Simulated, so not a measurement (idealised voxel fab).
Process module in this document: voxel wiring stack
Cross-section cut spans 165 nm and uses square cells 5 nm in size.
Cross-section spec: square-cell grid; bands listed top down; each band is one or more rows.
This entry defines a band. It first specifies the height of the band's top and the height of its bottom in nm, and then specifies the band's materials from left to right, stating each material with its width in nm. The word "all across" identifies a single material that fills the band from edge to edge, while the word "air" identifies empty space.
Heights are measured from 0, the level below which the as-received wafer is all one material; the lowest band has no bottom and continues downward, written as in "z 0 and below".
Width "30->40": first value at the band's top row of cells, second value at its bottom row, equal change from row to row.
Any step labelled "no alterations made" changed none of the cells in the cross-section.
Listed in "Tabulated closed voids": every empty space of 8 or more cells without an open way to the top. Form: width x height at distance, the distance being from the left edge, all in nm.
On a step's line, text after the settings is the simulator commenting on that step.
overlay nm: mask right of planned place by this much (step with mask). Neg. = left.

Set out below are the planned steps of the process
1 RECEIVE [material Si]
2 CONFORMAL_DEP [material SiO2] [thk nm 10]
3 CONFORMAL_DEP [material SiCN] [thk nm 5]
4 DIRECTIONAL_DEP [material lowk] [thk nm 20]
5 MASKED_ETCH [tone open] [mask id METAL_1] [width nm 20] [pitch nm 35] [etch materials lowk] [depth nm 20] [overlay nm 0]
6 MASKED_ETCH [tone open] [mask id METAL_1] [width nm 20] [pitch nm 35] [etch materials SiCN] [depth nm 5] [overlay nm 0]
7 CONFORMAL_DEP [material TiN] [thk nm 5]
8 FILL_DEP [material Ru] [thk nm 10]
9 CMP [height nm 35]
10 CONFORMAL_DEP [material SiCN] [thk nm 5]
11 DIRECTIONAL_DEP [material SiO2] [thk nm 35]
12 MASKED_ETCH [tone open] [mask id METAL_2] [width nm 20] [pitch nm 35] [etch materials SiO2] [depth nm 20] [overlay nm 0]
13 MASKED_ETCH [tone open] [mask id METAL_2_HOLES] [width nm 15] [pitch nm 70] [etch materials SiO2] [depth nm 15] [overlay nm 0]
14 MASKED_ETCH [tone open] [mask id METAL_2_HOLES] [width nm 15] [pitch nm 70] [etch materials SiCN] [depth nm 5] [overlay nm 0]
15 CONFORMAL_DEP [material TiN] [thk nm 5]
16 FILL_DEP [material Cu] [thk nm 5]
17 CMP [height nm 75]
18 CONFORMAL_DEP [material SiCN] [thk nm 5]
varied across the wafers: width nm of step 13. The plan shows the first wafer's value. All wafers start alike

As-received cross-section, first of several wafers, post step 1
    z 0 and below  Si all across
    Tabulated closed voids: none

What follows is a table in which each wafer occupies a row; for the wafer as it stands at the close of the module, the row states, material by material, how many cells have been gained (+) or lost (-) since receipt, and then gives its closed voids
width nm 15, +26 Cu, +24 Ru, +81 SiCN, +231 SiO2, +82 TiN, +84 lowk, Tabulated closed voids: none
width nm 20, +32 Cu, +24 Ru, +81 SiCN, +225 SiO2, +82 TiN, +84 lowk, Tabulated closed voids: none
width nm 25, +36 Cu, +24 Ru, +81 SiCN, +219 SiO2, +84 TiN, +84 lowk, Tabulated closed voids: none
width nm 30, +40 Cu, +24 Ru, +81 SiCN, +213 SiO2, +86 TiN, +84 lowk, Tabulated closed voids: none
